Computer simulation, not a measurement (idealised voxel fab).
This section sets out a process module, namely voxel self aligned vias.
We display cut, a cross-section 295 nm in width whose square cells are each 5 nm.
How to read a cross-section here: the picture is a grid of square cells, written as bands going from the top down, and any band can span one or more rows of cells. A band entry consists of two parts. The first gives the height of the band's top and the height of its bottom, in nm. The rest lists the band's materials from left to right, each with its width in nm. A single material labelled with the word "edge to edge" fills the band from edge to edge, and the word "blank" marks empty space. For the purposes of this specification, 0 denotes the height below which the wafer in its as-received condition is composed wholly of one material, and the lowermost band, lacking a lower limit, extends downward without end, as expressed in "0 nm and below". A width such as "30..40" changes by the same amount from each row of cells to the next, from the band's top row to its bottom row. "remained the same" means the step left every cell of the cross-section as it was. This entry, "Unvented voids", enumerates those empty regions of no fewer than 8 cells that possess no open connection to the top. Each region is reported in the form width x height at distance, the distance being taken from the left edge, with all three quantities expressed in nm. Post-settings text on a step line: simulator's own remark regarding the step. A step line may carry the setting "overlay nm", which, for steps involving a mask, states the distance by which the mask lay to the right of its intended position; negative values denote displacement to the left.
Steps planned for the process:
1,RECEIVE: material Si
2,CONFORMAL_DEP: material SiO2, thk nm 10
3,CONFORMAL_DEP: material SiCN, thk nm 5
4,DIRECTIONAL_DEP: material lowk, thk nm 30
5,DIRECTIONAL_DEP: material aC, thk nm 10
6,PATTERN: tone open, mask id LINES, material resist, width nm 20, pitch nm 55, thk nm 25, overlay nm 0
7,DIRECTIONAL_ETCH: etch materials aC, depth nm 10
8,STRIP: etch materials resist
9,DIRECTIONAL_ETCH: etch materials lowk, depth nm 30
10,STRIP: etch materials aC
11,CONFORMAL_DEP: material TiN, thk nm 5
12,FILL_DEP: material Ru, thk nm 5
13,CMP: height nm 45
14,SELECTIVE_ETCH: etch materials W Ru TiN, depth nm 5
15,FILL_DEP: material SiN, thk nm 5
16,CMP: height nm 45
17,DIRECTIONAL_DEP: material lowk, thk nm 15
18,DIRECTIONAL_DEP: material aC, thk nm 15
19,PATTERN: tone open, mask id VIAS, material resist, width nm 30, thk nm 30, overlay nm 0
20,DIRECTIONAL_ETCH: etch materials aC, depth nm 15
21,STRIP: etch materials resist
22,DIRECTIONAL_ETCH: etch materials lowk, depth nm 15
23,DIRECTIONAL_ETCH: etch materials SiN, depth nm 5
24,STRIP: etch materials aC
25,CONFORMAL_DEP: material TiN, thk nm 5
26,FILL_DEP: material Cu, thk nm 5
27,CMP: height nm 60
28,CONFORMAL_DEP: material SiN, thk nm 5
Cross-section of the wafer at receipt, which is the condition after step 1:
> 0 nm and below: Si edge to edge
> Unvented voids: none
The following cross-section depicts the wafer upon conclusion of the module. Processing commenced from the starting condition illustrated above and adhered to the plan illustrated above, save for one mistake in execution:
> 65 nm to 60 nm: SiN edge to edge
> 60 nm to 50 nm: 100 of lowk / 5 of TiN / 30 of Cu / 5 of TiN / 155 of lowk
> 50 nm to 45 nm: 100 of lowk / 15 of TiN / 10 of Cu / 15 of TiN / 155 of lowk
> 45 nm to 40 nm: 110 of lowk / 20 of TiN / 35 of lowk / 20 of SiN / 110 of lowk
> 40 nm to 20 nm: 110 of lowk / 5 of TiN / 10 of Ru / 5 of TiN / 35 of lowk / 5 of TiN / 10 of Ru / 5 of TiN / 110 of lowk
> 20 nm to 15 nm: 110 of lowk / 20 of TiN / 35 of lowk / 20 of TiN / 110 of lowk
> 15 nm to 10 nm: SiCN edge to edge
> 10 nm to 0 nm: SiO2 edge to edge
> 0 nm and below: Si edge to edge
> Unvented voids: none
Against the plan, the run slipped here: step 19, actual vs plan mismatch, actual run PATTERN: tone open, mask id VIAS, material resist, width nm 40, thk nm 30, overlay nm 0
